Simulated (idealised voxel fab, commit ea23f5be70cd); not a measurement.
Module name: voxel fin reveal (process module)
The figure presents cross-section cut, which has a width of 200 nm and is divided into square cells with an edge length of 5 nm.
Just so we're on the same page, the cross-sections are grids of square cells, and they're listed out in bands top to bottom, each band one or more rows deep.
Heights first: top, then bottom, in nm. Then materials, left to right, each with a width in nm. "throughout" on a single material: fills the band edge to edge. "empty": empty space.
Heights are reckoned from 0. Under this level, the received wafer is all of one material. The bottommost band is open-ended downward, for example "0..down".
Width spec "30->40" -> top row of cells at first value, bottom row at second value, equal per-row change in between.
Given "no change occurred" for a step, no cell of the cross-section differs between before and after that step.
If an empty space has no open way to the top and is at least 8 cells in size, "Enclosed void entries" lists it, written width x height at distance, where distance is measured from the left edge and every value is in nm.
What comes after the settings on a step's line is commentary from the simulator itself on that step.
Regarding "overlay nm": on a step with a mask, it is the distance the mask lay to the right of its planned place; a negative value places it to the left.

[Steps planned for the process]
1,RECEIVE | material Si
2,CONFORMAL_DEP | material SiN | thk nm 5
3,PATTERN | tone cover | mask id FINS | material resist | width nm 15 | pitch nm 45 | thk nm 20 | overlay nm 0
4,DIRECTIONAL_ETCH | etch materials SiN | depth nm 5
5,DIRECTIONAL_ETCH | etch materials Si | depth nm 35
6,STRIP | etch materials resist
7,FILL_DEP | material SiO2 | thk nm 5
8,CMP | height nm 5
9,SELECTIVE_ETCH | etch materials SiO2 | depth nm 20
10,STRIP | etch materials SiN
11,CONFORMAL_DEP | material HfO2 | thk nm 5

[Incoming wafer, cross-sectional view, post step 1]
0..down  Si throughout
Enclosed void entries: none

[This is how the wafer looks in cross-section once the module is done, given the starting state and plan above and one mistake in carrying the plan out]
5..0  empty 65 nm  HfO2 25 nm  empty 20 nm  HfO2 25 nm  empty 65 nm
0..-10  empty 65 nm  HfO2 5 nm  Si 15 nm  HfO2 5 nm  empty 20 nm  HfO2 5 nm  Si 15 nm  HfO2 5 nm  empty 65 nm
-10..-15  HfO2 55 nm  empty 10 nm  HfO2 5 nm  Si 15 nm  HfO2 5 nm  empty 20 nm  HfO2 5 nm  Si 15 nm  HfO2 5 nm  empty 10 nm  HfO2 55 nm
-15..-20  SiO2 50 nm  HfO2 20 nm  Si 15 nm  HfO2 30 nm  Si 15 nm  HfO2 20 nm  SiO2 50 nm
-20..-35  SiO2 70 nm  Si 15 nm  SiO2 30 nm  Si 15 nm  SiO2 70 nm
-35..down  Si throughout
Enclosed void entries: none
So what did we get wrong on this run? ran 9 and 10 in swapped order versus the plan
